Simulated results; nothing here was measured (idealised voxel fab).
A process module follows: voxel self aligned vias.
We display cut, a cross-section 185 nm in width whose square cells are each 5 nm.
How to read a cross-section here: the picture is a grid of square cells, written as bands going from the top down, and any band can span one or more rows of cells.
This entry defines a band. It first specifies the height of the band's top and the height of its bottom in nm, and then specifies the band's materials from left to right, stating each material with its width in nm. The word "throughout" identifies a single material that fills the band from edge to edge, while the word "air" identifies empty space.
Convention: height 0 is the level below which the wafer, as received, is all one material. The lowest band does not terminate at the bottom but continues downward, represented as "0 nm and below".
A width such as "30->40" changes by the same amount from each row of cells to the next, from the band's top row to its bottom row.
"changes: none" -> step changed no cross-section cell.
If an empty space has no open way to the top and is at least 8 cells in size, "Unvented cavities" lists it, written width x height at distance, where distance is measured from the left edge and every value is in nm.
Where a step's line continues beyond its settings, the continuation is a remark by the simulator itself on that step.
Each step line may optionally specify "overlay nm", which for a step with a mask gives the rightward distance between the mask's planned place and where it lay, a negative value indicating the leftward direction.

**The process steps that were planned are listed below**
1 RECEIVE (material Si)
2 CONFORMAL_DEP (material SiO2; thk nm 15)
3 CONFORMAL_DEP (material SiCN; thk nm 5)
4 DIRECTIONAL_DEP (material SiO2; thk nm 20)
5 DIRECTIONAL_DEP (material aC; thk nm 15)
6 PATTERN (tone open; mask id LINES; material resist; width nm 20; pitch nm 70; thk nm 35; overlay nm 0)
7 DIRECTIONAL_ETCH (etch materials aC; depth nm 15)
8 STRIP (etch materials resist)
9 DIRECTIONAL_ETCH (etch materials SiO2; depth nm 20)
10 STRIP (etch materials aC)
11 CONFORMAL_DEP (material TiN; thk nm 5)
12 FILL_DEP (material W; thk nm 5)
13 CMP (height nm 40)
14 SELECTIVE_ETCH (etch materials W Ru TiN; depth nm 5)
15 FILL_DEP (material SiN; thk nm 5)
16 CMP (height nm 40)
17 DIRECTIONAL_DEP (material SiO2; thk nm 20)
18 DIRECTIONAL_DEP (material aC; thk nm 15)
19 PATTERN (tone open; mask id VIAS; material resist; width nm 40; thk nm 30; overlay nm 0)
20 DIRECTIONAL_ETCH (etch materials aC; depth nm 15)
21 STRIP (etch materials resist)
22 DIRECTIONAL_ETCH (etch materials SiO2; depth nm 20)
23 DIRECTIONAL_ETCH (etch materials SiN; depth nm 5)
24 STRIP (etch materials aC)
25 CONFORMAL_DEP (material TiN; thk nm 5)
26 FILL_DEP (material Cu; thk nm 5)
27 CMP (height nm 60)
28 CONFORMAL_DEP (material SiCN; thk nm 5)

**The cross-section here shows the wafer as received, i.e. in its state after step 1**
> 0 nm and below  Si throughout
> Unvented cavities: none

**Module complete, cross-section. Starting point and plan per above. One mistake made in running the module**
> 65 nm to 60 nm  SiCN throughout
> 60 nm to 45 nm  SiO2 (45), then TiN (5), then Cu (30), then TiN (5), then SiO2 (100)
> 45 nm to 40 nm  SiO2 (45), then TiN (5), then Cu (10), then TiN (25), then SiO2 (100)
> 40 nm to 35 nm  SiO2 (45), then TiN (20), then SiO2 (50), then SiN (20), then SiO2 (50)
> 35 nm to 25 nm  SiO2 (45), then TiN (5), then W (10), then TiN (5), then SiO2 (50), then TiN (5), then W (10), then TiN (5), then SiO2 (50)
> 25 nm to 20 nm  SiO2 (45), then TiN (20), then SiO2 (50), then TiN (20), then SiO2 (50)
> 20 nm to 15 nm  SiCN throughout
> 15 nm to 0 nm  SiO2 throughout
> 0 nm and below  Si throughout
> Unvented cavities: none
The plan and the run diverged here: for step 19, the planned setting was not used; the step was instead run as PATTERN (tone open; mask id VIAS; material resist; width nm 40; thk nm 30; overlay nm 10)
